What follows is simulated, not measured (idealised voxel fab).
Process module name: voxel self aligned vias
175 nm wide, 5 nm square cells: that's cross-section cut.
In this document a cross-section is written as a grid of square cells. It is given as a series of bands, listed from the top down, and a band is one or more rows of cells.
Heads up on the band format: heights come first, top then bottom, in nm. After that it's the materials left to right, each with its width in nm. A single material flagged "edge to edge" fills the whole band edge to edge, and "blank" means there's empty space there.
We count height from 0. Below that, the starting wafer is all one material. The lowest band never ends at the bottom but goes on down; see "0 down" for how that is written.
Quick explanation for "30 to 40": the width changes in equal steps down the rows of cells, from the first number in the band's top row to the second number in its bottom row.
Step marked "everything unchanged"? Then no cell in the cross-section changed in it.
"Fully sealed voids" - sealed voids, min. 8 cells, no opening to top; format: width x height at distance (distance from left edge; nm throughout).
On each step's line, the part that comes after the settings is the simulator's own comment on the step.
Regarding "overlay nm": on a step with a mask, it is the distance the mask lay to the right of its planned place; a negative value places it to the left.
# The process steps that were planned are listed below
1 RECEIVE,material Si
2 CONFORMAL_DEP,material SiO2,thk nm 15
3 CONFORMAL_DEP,material SiCN,thk nm 5
4 DIRECTIONAL_DEP,material lowk,thk nm 25
5 DIRECTIONAL_DEP,material aC,thk nm 15
6 PATTERN,tone open,mask id LINES,material resist,width nm 25,pitch nm 65,thk nm 35,overlay nm 0
7 DIRECTIONAL_ETCH,etch materials aC,depth nm 15
8 STRIP,etch materials resist
9 DIRECTIONAL_ETCH,etch materials lowk,depth nm 25
10 STRIP,etch materials aC
11 CONFORMAL_DEP,material TiN,thk nm 5
12 FILL_DEP,material W,thk nm 10
13 CMP,height nm 45
14 SELECTIVE_ETCH,etch materials W Ru TiN,depth nm 5
15 FILL_DEP,material SiN,thk nm 5
16 CMP,height nm 45
17 DIRECTIONAL_DEP,material lowk,thk nm 15
18 MASKED_ETCH,tone open,mask id VIAS,width nm 35,etch materials lowk,depth nm 15,overlay nm 0
19 MASKED_ETCH,tone open,mask id VIAS,width nm 35,etch materials SiN,depth nm 5,overlay nm 0
20 CONFORMAL_DEP,material TiN,thk nm 5
21 FILL_DEP,material Cu,thk nm 5
22 CMP,height nm 60
23 CONFORMAL_DEP,material SiN,thk nm 5
# Cross-sectional view of the wafer in its as-received condition, corresponding to the state after step 1
* 0 down = Si edge to edge
* Fully sealed voids: none
# Module complete - cross-section of the first of two wafers, run according to plan
* 65 to 60 = SiN edge to edge
* 60 to 50 = 35 nm lowk | 5 nm TiN | 25 nm Cu | 5 nm TiN | 105 nm lowk
* 50 to 45 = 35 nm lowk | 10 nm TiN | 15 nm Cu | 10 nm TiN | 105 nm lowk
* 45 to 40 = 40 nm lowk | 25 nm TiN | 40 nm lowk | 25 nm SiN | 45 nm lowk
* 40 to 25 = 40 nm lowk | 5 nm TiN | 15 nm W | 5 nm TiN | 40 nm lowk | 5 nm TiN | 15 nm W | 5 nm TiN | 45 nm lowk
* 25 to 20 = 40 nm lowk | 25 nm TiN | 40 nm lowk | 25 nm TiN | 45 nm lowk
* 20 to 15 = SiCN edge to edge
* 15 to 0 = SiO2 edge to edge
* 0 down = Si edge to edge
* Fully sealed voids: none
# So this is wafer number two of the two, cut at the end of the module - it started where the first did and had the same plan, we just got one thing wrong running it
* 65 to 60 = SiN edge to edge
* 60 to 45 = 35 nm lowk | 5 nm TiN | 25 nm Cu | 5 nm TiN | 105 nm lowk
* 45 to 40 = 35 nm lowk | 35 nm TiN | 30 nm lowk | 35 nm SiN | 40 nm lowk
* 40 to 25 = 35 nm lowk | 5 nm TiN | 25 nm W | 5 nm TiN | 30 nm lowk | 5 nm TiN | 25 nm W | 5 nm TiN | 40 nm lowk
* 25 to 20 = 35 nm lowk | 35 nm TiN | 30 nm lowk | 35 nm TiN | 40 nm lowk
* 20 to 15 = SiCN edge to edge
* 15 to 0 = SiO2 edge to edge
* 0 down = Si edge to edge
* Fully sealed voids: none
Which mistake was made when the wafer was run? contrary to plan, step 6 was performed as PATTERN,tone open,mask id LINES,material resist,width nm 35,pitch nm 65,thk nm 35,overlay nm 0
at the end the second wafer has, in cells: Cu: 2 more | SiN: 2 more | TiN: 4 more | W: 12 more | lowk: 20 fewer
